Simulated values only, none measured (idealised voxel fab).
This section sets out a process module, namely voxel transistor to metal.
Cross-sectional view cut (width: 190 nm; square cell size: 5 nm).
Bands, listed from the top down, are how a cross-section gets written in this document; the cross-section itself is a grid of square cells, and a band is one or more rows of them.
Quick guide to a band line: top height, bottom height (nm) up front; then every material left to right with its width in nm. Only one material and it's marked "throughout"? Then it fills the band edge to edge. And "empty" just means empty space.
Note: height 0 marks the level under which the wafer is uniformly one material as received. Lowest band unbounded below, written "0 and below".
Width "30 to 40": first value at the band's top row of cells, second value at its bottom row, equal change from row to row.
Where the words "changes: none" appear for a step, the cross-section shows no cell changed by that step; every cell remained as before.
Under "Enclosed cavities" you'll find the enclosed gaps, the ones with no way out to the top, that are 8 cells or bigger; each reads width x height at distance, with distance counted from the left edge, everything in nm.
Note: text after step settings on the step line = simulator remark on that step.
The optional step-line setting "overlay nm" applies to steps with a mask and quantifies how far to the right of its planned location the mask lay, a negative value indicating leftward placement.

# The following list gives the planned process steps
1. RECEIVE: material Si
2. CONFORMAL_DEP: material SiO2, thk nm 5
3. CONFORMAL_DEP: material SiN, thk nm 15
4. MASKED_ETCH: tone cover, mask id ACTIVE, width nm 115, etch materials SiN, depth nm 15, overlay nm 0
5. MASKED_ETCH: tone cover, mask id ACTIVE, width nm 115, etch materials SiO2, depth nm 5, overlay nm 0
6. MASKED_ETCH: tone cover, mask id ACTIVE, width nm 115, etch materials Si, depth nm 20, overlay nm 0
7. FILL_DEP: material SiO2, thk nm 5
8. CMP: height nm 20
9. SELECTIVE_ETCH: etch materials SiO2, depth nm 10
10. STRIP: etch materials SiN
11. SELECTIVE_ETCH: etch materials SiO2, depth nm 5
12. OXIDIZE: depth nm 5
13. DIRECTIONAL_DEP: material polySi, thk nm 30
14. DIRECTIONAL_DEP: material SiCN, thk nm 15
15. DIRECTIONAL_DEP: material aC, thk nm 10
16. PATTERN: tone cover, mask id GATE, material resist, width nm 25, thk nm 25, overlay nm 0
17. DIRECTIONAL_ETCH: etch materials aC, depth nm 10
18. STRIP: etch materials resist
19. DIRECTIONAL_ETCH: etch materials SiCN, depth nm 25
20. DIRECTIONAL_ETCH: etch materials polySi, depth nm 40
21. STRIP: etch materials aC
22. CONFORMAL_DEP: material SiN, thk nm 5
23. DIRECTIONAL_ETCH: etch materials SiN, depth nm 5
24. DIRECTIONAL_ETCH: etch materials SiO2, depth nm 5
25. DIRECTIONAL_ETCH: etch materials Si, depth nm 5
26. EPI: material nSi, thk nm 5
27. FILL_DEP: material SiO2, thk nm 5
28. CMP: height nm 30
29. STRIP: etch materials polySi
30. SELECTIVE_ETCH: etch materials SiO2, depth nm 5
31. CONFORMAL_DEP: material HfO2, thk nm 5
32. CONFORMAL_DEP: material TiN, thk nm 5
33. FILL_DEP: material W, thk nm 5
34. CMP: height nm 25
35. DIRECTIONAL_DEP: material SiO2, thk nm 5
36. DIRECTIONAL_DEP: material aC, thk nm 15
37. PATTERN: tone open, mask id CONTACT, material resist, width nm 20, pitch nm 85, thk nm 35, overlay nm 0
38. DIRECTIONAL_ETCH: etch materials aC, depth nm 15
39. STRIP: etch materials resist
40. DIRECTIONAL_ETCH: etch materials SiO2, depth nm 40
41. STRIP: etch materials aC
42. CONFORMAL_DEP: material TiN, thk nm 5
43. FILL_DEP: material W, thk nm 5
44. CMP: height nm 35
45. DIRECTIONAL_DEP: material TiN, thk nm 5
46. DIRECTIONAL_DEP: material Ru, thk nm 25
47. PATTERN: tone cover, mask id METAL_1, material resist, width nm 20, pitch nm 85, thk nm 20, overlay nm 0
48. DIRECTIONAL_ETCH: etch materials Ru, depth nm 25
49. DIRECTIONAL_ETCH: etch materials TiN, depth nm 5
50. STRIP: etch materials resist
51. FILL_DEP: material lowk, thk nm 5
52. CMP: height nm 65
53. CONFORMAL_DEP: material SiCN, thk nm 5
54. DIRECTIONAL_DEP: material SiO2, thk nm 30
55. DIRECTIONAL_DEP: material aC, thk nm 15
56. PATTERN: tone open, mask id METAL_2, material resist, width nm 20, pitch nm 85, thk nm 30, overlay nm 0
57. DIRECTIONAL_ETCH: etch materials aC, depth nm 15
58. STRIP: etch materials resist
59. DIRECTIONAL_ETCH: etch materials SiO2, depth nm 15
60. STRIP: etch materials aC
61. DIRECTIONAL_DEP: material aC, thk nm 15
62. PATTERN: tone open, mask id METAL_2_HOLES, material resist, width nm 15, pitch nm 85, thk nm 35, overlay nm 0
63. DIRECTIONAL_ETCH: etch materials aC, depth nm 15
64. STRIP: etch materials resist
65. DIRECTIONAL_ETCH: etch materials SiO2, depth nm 15
66. DIRECTIONAL_ETCH: etch materials SiCN, depth nm 5
67. STRIP: etch materials aC
68. CONFORMAL_DEP: material TiN, thk nm 5
69. FILL_DEP: material Cu, thk nm 5
70. CMP: height nm 100
71. CONFORMAL_DEP: material SiCN, thk nm 5
The value of thk nm given for step 35 in the plan refers to the first wafer; the wafers vary in this setting and are alike at the start.

# As-received state after step 1, first of several wafers, cross-section
- 0 and below: Si throughout
- Enclosed cavities: none

# So in this table every wafer gets its own row, and what you see is where it stands at the end of the module: for each material, how many cells it picked up (+) or gave up (-) since we received it, and after that its closed voids
thk nm 5, +16 Cu, +17 HfO2, +40 Ru, -99 Si, +70 SiCN, +12 SiN, +395 SiO2, +117 TiN, +32 W, +180 lowk, +18 nSi, Enclosed cavities: none
thk nm 10, +16 Cu, +17 HfO2, +40 Ru, -99 Si, +70 SiCN, +12 SiN, +425 SiO2, +87 TiN, +32 W, +180 lowk, +18 nSi, Enclosed cavities: none
thk nm 15, +16 Cu, +17 HfO2, +40 Ru, -99 Si, +70 SiCN, +12 SiN, +433 SiO2, +83 TiN, +28 W, +180 lowk, +18 nSi, Enclosed cavities: none
thk nm 20, +16 Cu, +17 HfO2, +40 Ru, -99 Si, +70 SiCN, +12 SiN, +441 SiO2, +79 TiN, +24 W, +180 lowk, +18 nSi, Enclosed cavities: none
thk nm 25, +16 Cu, +17 HfO2, +40 Ru, -99 Si, +70 SiCN, +12 SiN, +449 SiO2, +75 TiN, +20 W, +180 lowk, +18 nSi, Enclosed cavities: none
